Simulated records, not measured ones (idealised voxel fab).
Process module, titled voxel ribs on slabs
Section cut is 240 nm wide and gridded with 5 nm square cells.
If you're reading a cross-section in this doc, picture square cells in a grid; it comes to you as bands, top ones listed first down to the bottom, and a band can be one or more rows of cells.
Heights first: top, then bottom, in nm. Then materials, left to right, each with a width in nm. "full width" on a single material: fills the band edge to edge. "air": empty space.
For the purposes of this specification, 0 denotes the height below which the wafer in its as-received condition is composed wholly of one material, and the lowermost band, lacking a lower limit, extends downward without end, as expressed in "0..down".
The two numbers in a width such as "30->40" mark its ends across the band: the first belongs to the top row of cells, the second to the bottom row, and from each row to the next the width moves by the same amount.
"nothing was modified" for a step: no cell of the cross-section changed in that step.
"Closed void inventory" - sealed voids, min. 8 cells, no opening to top; format: width x height at distance (distance from left edge; nm throughout).
Heads up: the bit after the settings on a step's line is the simulator's remark on that step.
"overlay nm", when on a step's line for a step with a mask, measures how far to the right of its planned place the mask lay; a negative measure means to the left.
Set out below are the planned steps of the process:
1,RECEIVE (material Si)
2,DIRECTIONAL_DEP (material SiO2; thk nm 30)
3,DIRECTIONAL_DEP (material SiN; thk nm 20)
4,MASKED_ETCH (tone cover; mask id RIB; width nm 25; etch materials SiN; depth nm 5; overlay nm 0)
5,PATTERN (tone cover; mask id SLAB; material resist; width nm 65; thk nm 20; overlay nm 0)
6,DIRECTIONAL_ETCH (etch materials SiN; depth nm 15)
7,STRIP (etch materials resist)
8,FILL_DEP (material SiO2; thk nm 15)
9,CMP (height nm 60)
10,DIRECTIONAL_DEP (material TiN; thk nm 5)
11,DIRECTIONAL_DEP (material aC; thk nm 10)
12,PATTERN (tone cover; mask id HEATER; material resist; width nm 35; thk nm 25; overlay nm 0)
13,DIRECTIONAL_ETCH (etch materials aC; depth nm 10)
14,STRIP (etch materials resist)
15,DIRECTIONAL_ETCH (etch materials TiN; depth nm 5)
16,STRIP (etch materials aC)
17,CONFORMAL_DEP (material SiO2; thk nm 10)
The following pertains to the first of two wafers, which was processed as planned:
Wafer cross-section on receipt, i.e. after step 1:
> 0..down | Si full width
> Closed void inventory: none
Take a look at the wafer's cross-section after step 2:
> 30..0 | SiO2 full width
> At heights below 0, the structure remains unaltered.
Take a look at the wafer's cross-section after step 3:
> 50..30 | SiN full width
> At heights below 30, the structure remains unaltered.
Take a look at the wafer's cross-section after step 4:
> 50..45 | 105 nm air  25 nm SiN  110 nm air
> At heights below 45, the structure remains unaltered.
Take a look at the wafer's cross-section after step 5:
> 70..50 | 85 nm air  65 nm resist  90 nm air
> 50..45 | 85 nm air  20 nm resist  25 nm SiN  20 nm resist  90 nm air
> At heights below 45, the structure remains unaltered.
Take a look at the wafer's cross-section after step 6:
> 70..50 | 85 nm air  65 nm resist  90 nm air
> 50..45 | 85 nm air  20 nm resist  25 nm SiN  20 nm resist  90 nm air
> 45..30 | 85 nm air  65 nm SiN  90 nm air
> At heights below 30, the structure remains unaltered.
Take a look at the wafer's cross-section after step 7:
> 50..45 | 105 nm air  25 nm SiN  110 nm air
> At heights below 45, the structure remains unaltered.
Take a look at the wafer's cross-section after step 8:
> 65..50 | SiO2 full width
> 50..45 | 105 nm SiO2  25 nm SiN  110 nm SiO2
> 45..30 | 85 nm SiO2  65 nm SiN  90 nm SiO2
> At heights below 30, the structure remains unaltered.
Take a look at the wafer's cross-section after step 9:
> 60..50 | SiO2 full width
> At heights below 50, the structure remains unaltered.
Take a look at the wafer's cross-section after step 10:
> 65..60 | TiN full width
> At heights below 60, the structure remains unaltered.
Take a look at the wafer's cross-section after step 11:
> 75..65 | aC full width
> At heights below 65, the structure remains unaltered.
Take a look at the wafer's cross-section after step 12:
> 100..75 | 100 nm air  35 nm resist  105 nm air
> At heights below 75, the structure remains unaltered.
Take a look at the wafer's cross-section after step 13:
> 90..75 | 100 nm air  35 nm resist  105 nm air
> 75..65 | 100 nm air  35 nm aC  105 nm air
> At heights below 65, the structure remains unaltered.
Take a look at the wafer's cross-section after step 14:
> 75..65 | 100 nm air  35 nm aC  105 nm air
> At heights below 65, the structure remains unaltered.
Take a look at the wafer's cross-section after step 15:
> 75..65 | 100 nm air  35 nm aC  105 nm air
> 65..60 | 100 nm air  35 nm TiN  105 nm air
> At heights below 60, the structure remains unaltered.
Take a look at the wafer's cross-section after step 16:
> 65..60 | 100 nm air  35 nm TiN  105 nm air
> At heights below 60, the structure remains unaltered.
Take a look at the wafer's cross-section after step 17:
> 75..70 | 90 nm air  55 nm SiO2  95 nm air
> 70..65 | SiO2 full width
> 65..60 | 100 nm SiO2  35 nm TiN  105 nm SiO2
> At heights below 60, the structure remains unaltered.
The Second Wafer: Common Origin and Plan, One Mistake in Execution, Identical to the First Through Step 7:
At the planned end of step 8, the second wafer in cross-section:
> 65..50 | TiN full width
> 50..45 | 105 nm TiN  25 nm SiN  110 nm TiN
> 45..30 | 85 nm TiN  65 nm SiN  90 nm TiN
> At heights below 30, the structure remains unaltered.
At the planned end of step 9, the second wafer in cross-section:
> 60..50 | TiN full width
> At heights below 50, the structure remains unaltered.
At the planned end of step 10, the second wafer in cross-section:
> 65..50 | TiN full width
> At heights below 50, the structure remains unaltered.
At the planned end of step 11, the second wafer in cross-section:
> 75..65 | aC full width
> At heights below 65, the structure remains unaltered.
At the planned end of step 12, the second wafer in cross-section:
> 100..75 | 100 nm air  35 nm resist  105 nm air
> At heights below 75, the structure remains unaltered.
At the planned end of step 13, the second wafer in cross-section:
> 90..75 | 100 nm air  35 nm resist  105 nm air
> 75..65 | 100 nm air  35 nm aC  105 nm air
> At heights below 65, the structure remains unaltered.
At the planned end of step 14, the second wafer in cross-section:
> 75..65 | 100 nm air  35 nm aC  105 nm air
> At heights below 65, the structure remains unaltered.
At the planned end of step 15, the second wafer in cross-section:
> 75..65 | 100 nm air  35 nm aC  105 nm air
> 65..60 | 100 nm air  35 nm TiN  105 nm air
> At heights below 60, the structure remains unaltered.
At the planned end of step 16, the second wafer in cross-section:
> 65..60 | 100 nm air  35 nm TiN  105 nm air
> At heights below 60, the structure remains unaltered.
At the planned end of step 17, the second wafer in cross-section:
> 75..70 | 90 nm air  55 nm SiO2  95 nm air
> 70..65 | SiO2 full width
> 65..60 | 100 nm SiO2  35 nm TiN  105 nm SiO2
> At heights below 60, the structure remains unaltered.
What was done differently from what was planned? step 8 ran as: FILL_DEP (material TiN; thk nm 15)
Looking at both finished wafers in cells, the second ends up ahead of or behind the first on some materials: SiO2: 244 fewer; TiN: 244 more
